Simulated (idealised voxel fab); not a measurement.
process module | voxel gate over fins
cross-section cut | 260 nm wide | cells 5 nm
A cross-section is a grid of square cells, given in bands from the top down. A band is one or more rows of cells.
Each band's line starts with the height of the band's top and of its bottom, in nm. Then come its materials from left to right, each with its width in nm. One material with "throughout" fills the band from edge to edge. "air" is empty space.
Height 0 is the level under which the wafer as received is all one material. The lowest band goes on downwards, as in "0 down".
A width such as "30 to 40" changes by the same amount from each row of cells to the next, from the band's top row to its bottom row.
"no change" after a step means that no cell of the cross-section changed.
closed voids: empty space of 8 cells or more with no open way to the top, each as width x height at its distance from the left edge, in nm
after a step's settings: what the simulator itself notes on the step
overlay nm, on a step with a mask: how far to the right of its planned place the mask lay; to the left if negative
plan
1 op RECEIVE | material Si
2 op CONFORMAL_DEP | material SiN | thk nm 5
3 op MASKED_ETCH | tone cover | mask id FINS | width nm 15 | pitch nm 50 | etch materials SiN | depth nm 5 | overlay nm 0
4 op MASKED_ETCH | tone cover | mask id FINS | width nm 15 | pitch nm 50 | etch materials Si | depth nm 35 | overlay nm 0
5 op OXIDIZE | depth nm 5
6 op FILL_DEP | material SiO2 | thk nm 15
7 op CMP | height nm 5
8 op MASKED_ETCH | tone open | mask id RAIL | width nm 15 | etch materials SiO2 | depth nm 35 | overlay nm 0
9 op CONFORMAL_DEP | material TiN | thk nm 5
10 op FILL_DEP | material Ru | thk nm 5
11 op CMP | height nm 5
12 op SELECTIVE_ETCH | etch materials W Ru TiN | depth nm 20
13 op FILL_DEP | material SiO2 | thk nm 5
14 op CMP | height nm 5
15 op SELECTIVE_ETCH | etch materials SiO2 | depth nm 15
16 op STRIP | etch materials SiN
17 op CONFORMAL_DEP | material HfO2 | thk nm 5
18 op CONFORMAL_DEP | material TiN | thk nm 5
19 op CONFORMAL_DEP | material TiAl | thk nm 5
20 op CONFORMAL_DEP | material TiN | thk nm 5
21 op FILL_DEP | material W | thk nm 10
22 op CMP | height nm 25
23 op CONFORMAL_DEP | material SiCN | thk nm 5
as received, after step 1
  0 down: Si throughout
  closed voids: none
first wafer at the end, as planned
  30 to 25: SiCN throughout
  25 to 20: W throughout
  20 to 15: W 30 | TiN 45 | W 5 | TiN 45 | W 5 | TiN 45 | W 5 | TiN 45 | W 35
  15 to 10: W 30 | TiN 5 | TiAl 35 | TiN 5 | W 5 | TiN 5 | TiAl 35 | TiN 5 | W 5 | TiN 5 | TiAl 35 | TiN 5 | W 5 | TiN 5 | TiAl 35 | TiN 5 | W 35
  10 to 5: TiN 35 | TiAl 5 | TiN 25 | TiAl 5 | TiN 15 | TiAl 5 | TiN 25 | TiAl 5 | TiN 15 | TiAl 5 | TiN 25 | TiAl 5 | TiN 15 | TiAl 5 | TiN 25 | TiAl 5 | TiN 40
  5 to 0: TiAl 40 | TiN 5 | HfO2 15 | TiN 5 | TiAl 25 | TiN 5 | HfO2 15 | TiN 5 | TiAl 25 | TiN 5 | HfO2 15 | TiN 5 | TiAl 25 | TiN 5 | HfO2 15 | TiN 5 | TiAl 45
  0 to -5: TiN 45 | HfO2 5 | Si 5 | HfO2 5 | TiN 35 | HfO2 5 | Si 5 | HfO2 5 | TiN 35 | HfO2 5 | Si 5 | HfO2 5 | TiN 35 | HfO2 5 | Si 5 | HfO2 5 | TiN 50
  -5 to -10: HfO2 50 | Si 5 | HfO2 45 | Si 5 | HfO2 45 | Si 5 | HfO2 45 | Si 5 | HfO2 55
  -10 to -15: SiO2 50 | Si 5 | SiO2 45 | Si 5 | SiO2 45 | Si 5 | SiO2 45 | Si 5 | SiO2 55
  -15 to -25: SiO2 50 | Si 5 | SiO2 15 | TiN 5 | Ru 5 | TiN 5 | SiO2 15 | Si 5 | SiO2 45 | Si 5 | SiO2 45 | Si 5 | SiO2 55
  -25 to -30: SiO2 50 | Si 5 | SiO2 15 | TiN 15 | SiO2 15 | Si 5 | SiO2 45 | Si 5 | SiO2 45 | Si 5 | SiO2 55
  -30 to -40: SiO2 50 | Si 5 | SiO2 45 | Si 5 | SiO2 45 | Si 5 | SiO2 45 | Si 5 | SiO2 55
  -40 down: Si throughout
  closed voids: none
second wafer at the end: like start, like plan, one mistake
  30 to 25: SiCN throughout
  25 to 20: W throughout
  20 to 15: W 25 | TiN 45 | W 5 | TiN 45 | W 5 | TiN 45 | W 5 | TiN 45 | W 40
  15 to 10: W 25 | TiN 5 | TiAl 35 | TiN 15 | TiAl 35 | TiN 15 | TiAl 35 | TiN 15 | TiAl 35 | TiN 10 | W 35
  10 to 5: TiN 30 | TiAl 5 | TiN 25 | TiAl 10 | TiN 10 | TiAl 5 | TiN 25 | TiAl 10 | TiN 10 | TiAl 5 | TiN 25 | TiAl 10 | TiN 10 | TiAl 5 | TiN 25 | TiAl 10 | TiN 40
  5 to 0: TiAl 35 | TiN 5 | HfO2 15 | TiN 10 | TiAl 20 | TiN 5 | HfO2 15 | TiN 10 | TiAl 20 | TiN 5 | HfO2 15 | TiN 10 | TiAl 20 | TiN 5 | HfO2 15 | TiN 10 | TiAl 45
  0 to -5: TiN 40 | HfO2 5 | Si 5 | HfO2 10 | TiN 30 | HfO2 5 | Si 5 | HfO2 10 | TiN 30 | HfO2 5 | Si 5 | HfO2 10 | TiN 30 | HfO2 5 | Si 5 | HfO2 10 | TiN 50
  -5 to -10: HfO2 45 | Si 10 | HfO2 40 | Si 10 | HfO2 40 | Si 10 | HfO2 40 | Si 10 | HfO2 55
  -10 to -15: SiO2 45 | Si 10 | SiO2 40 | Si 10 | SiO2 40 | Si 10 | SiO2 40 | Si 10 | SiO2 55
  -15 to -25: SiO2 45 | Si 10 | SiO2 15 | TiN 5 | Ru 5 | TiN 5 | SiO2 10 | Si 10 | SiO2 40 | Si 10 | SiO2 40 | Si 10 | SiO2 55
  -25 to -30: SiO2 45 | Si 10 | SiO2 15 | TiN 15 | SiO2 10 | Si 10 | SiO2 40 | Si 10 | SiO2 40 | Si 10 | SiO2 55
  -30 to -40: SiO2 45 | Si 10 | SiO2 40 | Si 10 | SiO2 40 | Si 10 | SiO2 40 | Si 10 | SiO2 55
  -40 down: Si throughout
  closed voids: none
what went wrong: step 3 ran as: op MASKED_ETCH | tone cover | mask id FINS | width nm 15 | pitch nm 50 | etch materials SiN | depth nm 5 | overlay nm -5
at the end the second wafer has, in cells: 28 more of Si | 24 fewer of SiO2 | 4 fewer of W
